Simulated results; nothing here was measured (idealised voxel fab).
The process module that follows is named voxel self aligned vias.
The figure presents cross-section cut, which has a width of 220 nm and is divided into square cells with an edge length of 5 nm.
Think of the cross-section as a grid of square cells. We describe it in bands, top to bottom, and each band covers one or more rows of those cells.
Read a band's entry like this: the first values are the height of its top and the height of its bottom in nm, and what follows is the sequence of materials from left to right, each with its width in nm. Note that "blank" is empty space, and that a single material marked "full width" reaches across the band from edge to edge.
It should be noted that heights are counted from 0, beneath which the wafer as supplied is of one material throughout, and that the lowest band possesses no lower boundary but continues downward, as written in "top 0, no bottom".
Read "30..40" as a graded width: first number on top, second number at the bottom, same change between each pair of neighbouring rows.
"remained unchanged" (step): cross-section cells unchanged, all of them.
In the "Fully closed voids" entry, you get each enclosed empty space of 8 cells or more, one with no open way to the top, written width x height at distance, distance from the left edge, in nm.
Heads up: the bit after the settings on a step's line is the simulator's remark on that step.
A step's line can hold "overlay nm"; with a mask on that step, the setting says how far right of the planned place the mask lay, while a negative setting says it lay to the left.

Listed below are the process steps as planned:
1,RECEIVE with material Si
2,CONFORMAL_DEP with material SiO2, thk nm 15
3,CONFORMAL_DEP with material SiCN, thk nm 5
4,DIRECTIONAL_DEP with material SiO2, thk nm 30
5,PATTERN with tone open, mask id LINES, material resist, width nm 20, pitch nm 50, thk nm 15, overlay nm 0
6,DIRECTIONAL_ETCH with etch materials SiO2, depth nm 30
7,STRIP with etch materials resist
8,CONFORMAL_DEP with material TiN, thk nm 5
9,FILL_DEP with material Ru, thk nm 5
10,CMP with height nm 50
11,SELECTIVE_ETCH with etch materials W Ru TiN, depth nm 10
12,FILL_DEP with material SiN, thk nm 10
13,CMP with height nm 50
14,DIRECTIONAL_DEP with material SiO2, thk nm 20
15,DIRECTIONAL_DEP with material aC, thk nm 10
16,PATTERN with tone open, mask id VIAS, material resist, width nm 30, thk nm 30, overlay nm 0
17,DIRECTIONAL_ETCH with etch materials aC, depth nm 10
18,STRIP with etch materials resist
19,DIRECTIONAL_ETCH with etch materials SiO2, depth nm 20
20,DIRECTIONAL_ETCH with etch materials SiN, depth nm 10
21,STRIP with etch materials aC
22,CONFORMAL_DEP with material TiN, thk nm 5
23,FILL_DEP with material Ru, thk nm 5
24,CMP with height nm 70
25,CONFORMAL_DEP with material SiCN, thk nm 5

Of two wafers, the first: run according to plan:

Cross-section of the wafer at receipt, which is the condition after step 1:
> top 0, no bottom: Si full width
> Fully closed voids: none

Presented here is a cross-section of the wafer after step 2 has been performed:
> top 15, bottom 0: SiO2 full width
> Under 0: no change, same as before.

Presented here is a cross-section of the wafer after step 3 has been performed:
> top 20, bottom 15: SiCN full width
> Under 15: no change, same as before.

Presented here is a cross-section of the wafer after step 4 has been performed:
> top 50, bottom 20: SiO2 full width
> Under 20: no change, same as before.

Presented here is a cross-section of the wafer after step 5 has been performed:
> top 65, bottom 50: resist (75), blank (20), resist (30), blank (20), resist (75)
> Under 50: no change, same as before.

Presented here is a cross-section of the wafer after step 6 has been performed:
> top 65, bottom 50: resist (75), blank (20), resist (30), blank (20), resist (75)
> top 50, bottom 20: SiO2 (75), blank (20), SiO2 (30), blank (20), SiO2 (75)
> Under 20: no change, same as before.

Presented here is a cross-section of the wafer after step 7 has been performed:
> top 50, bottom 20: SiO2 (75), blank (20), SiO2 (30), blank (20), SiO2 (75)
> Under 20: no change, same as before.

Presented here is a cross-section of the wafer after step 8 has been performed:
> top 55, bottom 50: TiN (80), blank (10), TiN (40), blank (10), TiN (80)
> top 50, bottom 25: SiO2 (75), TiN (5), blank (10), TiN (5), SiO2 (30), TiN (5), blank (10), TiN (5), SiO2 (75)
> top 25, bottom 20: SiO2 (75), TiN (20), SiO2 (30), TiN (20), SiO2 (75)
> Under 20: no change, same as before.

Presented here is a cross-section of the wafer after step 9 has been performed:
> top 60, bottom 55: Ru full width
> top 55, bottom 50: TiN (80), Ru (10), TiN (40), Ru (10), TiN (80)
> top 50, bottom 25: SiO2 (75), TiN (5), Ru (10), TiN (5), SiO2 (30), TiN (5), Ru (10), TiN (5), SiO2 (75)
> Under 25: no change, same as before.

Presented here is a cross-section of the wafer after step 10 has been performed:
> top 50, bottom 25: SiO2 (75), TiN (5), Ru (10), TiN (5), SiO2 (30), TiN (5), Ru (10), TiN (5), SiO2 (75)
> Under 25: no change, same as before.

Presented here is a cross-section of the wafer after step 11 has been performed:
> top 50, bottom 40: SiO2 (75), blank (20), SiO2 (30), blank (20), SiO2 (75)
> Under 40: no change, same as before.

Presented here is a cross-section of the wafer after step 12 has been performed:
> top 60, bottom 50: SiN full width
> top 50, bottom 40: SiO2 (75), SiN (20), SiO2 (30), SiN (20), SiO2 (75)
> Under 40: no change, same as before.

Presented here is a cross-section of the wafer after step 13 has been performed:
> top 50, bottom 40: SiO2 (75), SiN (20), SiO2 (30), SiN (20), SiO2 (75)
> Under 40: no change, same as before.

Presented here is a cross-section of the wafer after step 14 has been performed:
> top 70, bottom 50: SiO2 full width
> Under 50: no change, same as before.

Presented here is a cross-section of the wafer after step 15 has been performed:
> top 80, bottom 70: aC full width
> Under 70: no change, same as before.

Presented here is a cross-section of the wafer after step 16 has been performed:
> top 110, bottom 80: resist (70), blank (30), resist (120)
> Under 80: no change, same as before.

Presented here is a cross-section of the wafer after step 17 has been performed:
> top 100, bottom 80: resist (70), blank (30), resist (120)
> top 80, bottom 70: aC (70), blank (30), aC (120)
> Under 70: no change, same as before.

Presented here is a cross-section of the wafer after step 18 has been performed:
> top 80, bottom 70: aC (70), blank (30), aC (120)
> Under 70: no change, same as before.

Presented here is a cross-section of the wafer after step 19 has been performed:
> top 80, bottom 70: aC (70), blank (30), aC (120)
> top 70, bottom 50: SiO2 (70), blank (30), SiO2 (120)
> Under 50: no change, same as before.

Presented here is a cross-section of the wafer after step 20 has been performed:
> top 80, bottom 70: aC (70), blank (30), aC (120)
> top 70, bottom 50: SiO2 (70), blank (30), SiO2 (120)
> top 50, bottom 40: SiO2 (75), blank (20), SiO2 (30), SiN (20), SiO2 (75)
> Under 40: no change, same as before.

Presented here is a cross-section of the wafer after step 21 has been performed:
> top 70, bottom 50: SiO2 (70), blank (30), SiO2 (120)
> Under 50: no change, same as before.

Presented here is a cross-section of the wafer after step 22 has been performed:
> top 75, bottom 70: TiN (75), blank (20), TiN (125)
> top 70, bottom 55: SiO2 (70), TiN (5), blank (20), TiN (5), SiO2 (120)
> top 55, bottom 50: SiO2 (70), TiN (10), blank (10), TiN (10), SiO2 (120)
> top 50, bottom 45: SiO2 (75), TiN (5), blank (10), TiN (5), SiO2 (30), SiN (20), SiO2 (75)
> top 45, bottom 40: SiO2 (75), TiN (20), SiO2 (30), SiN (20), SiO2 (75)
> Under 40: no change, same as before.

Presented here is a cross-section of the wafer after step 23 has been performed:
> top 80, bottom 75: Ru full width
> top 75, bottom 70: TiN (75), Ru (20), TiN (125)
> top 70, bottom 55: SiO2 (70), TiN (5), Ru (20), TiN (5), SiO2 (120)
> top 55, bottom 50: SiO2 (70), TiN (10), Ru (10), TiN (10), SiO2 (120)
> top 50, bottom 45: SiO2 (75), TiN (5), Ru (10), TiN (5), SiO2 (30), SiN (20), SiO2 (75)
> Under 45: no change, same as before.

Presented here is a cross-section of the wafer after step 24 has been performed:
> top 70, bottom 55: SiO2 (70), TiN (5), Ru (20), TiN (5), SiO2 (120)
> Under 55: no change, same as before.

Presented here is a cross-section of the wafer after step 25 has been performed:
> top 75, bottom 70: SiCN full width
> Under 70: no change, same as before.

The second wafer began exactly as the first did and followed the same plan, but one mistake was made while running it; through step 15 inclusive, the two wafers are identical:

At the planned end of step 16, the second wafer in cross-section:
> top 110, bottom 80: resist (75), blank (20), resist (125)
> Under 80: no change, same as before.

At the planned end of step 17, the second wafer in cross-section:
> top 100, bottom 80: resist (75), blank (20), resist (125)
> top 80, bottom 70: aC (75), blank (20), aC (125)
> Under 70: no change, same as before.

At the planned end of step 18, the second wafer in cross-section:
> top 80, bottom 70: aC (75), blank (20), aC (125)
> Under 70: no change, same as before.

At the planned end of step 19, the second wafer in cross-section:
> top 80, bottom 70: aC (75), blank (20), aC (125)
> top 70, bottom 50: SiO2 (75), blank (20), SiO2 (125)
> Under 50: no change, same as before.

At the planned end of step 20, the second wafer in cross-section:
> top 80, bottom 70: aC (75), blank (20), aC (125)
> top 70, bottom 50: SiO2 (75), blank (20), SiO2 (125)
> top 50, bottom 40: SiO2 (75), blank (20), SiO2 (30), SiN (20), SiO2 (75)
> Under 40: no change, same as before.

At the planned end of step 21, the second wafer in cross-section:
> top 70, bottom 50: SiO2 (75), blank (20), SiO2 (125)
> Under 50: no change, same as before.

At the planned end of step 22, the second wafer in cross-section:
> top 75, bottom 70: TiN (80), blank (10), TiN (130)
> top 70, bottom 50: SiO2 (75), TiN (5), blank (10), TiN (5), SiO2 (125)
> top 50, bottom 45: SiO2 (75), TiN (5), blank (10), TiN (5), SiO2 (30), SiN (20), SiO2 (75)
> top 45, bottom 40: SiO2 (75), TiN (20), SiO2 (30), SiN (20), SiO2 (75)
> Under 40: no change, same as before.

At the planned end of step 23, the second wafer in cross-section:
> top 80, bottom 75: Ru full width
> top 75, bottom 70: TiN (80), Ru (10), TiN (130)
> top 70, bottom 50: SiO2 (75), TiN (5), Ru (10), TiN (5), SiO2 (125)
> top 50, bottom 45: SiO2 (75), TiN (5), Ru (10), TiN (5), SiO2 (30), SiN (20), SiO2 (75)
> Under 45: no change, same as before.

At the planned end of step 24, the second wafer in cross-section:
> top 70, bottom 50: SiO2 (75), TiN (5), Ru (10), TiN (5), SiO2 (125)
> Under 50: no change, same as before.

At the planned end of step 25, the second wafer in cross-section:
> top 75, bottom 70: SiCN full width
> Under 70: no change, same as before.
Deviation noted in wafer processing: the process deviated at step 16: the operation and settings actually run there were PATTERN with tone open, mask id VIAS, material resist, width nm 20, thk nm 30, overlay nm 0
Heads up, by the end the second wafer has more or fewer cells of some materials compared to the first: Ru -6, SiO2 +8, TiN -2
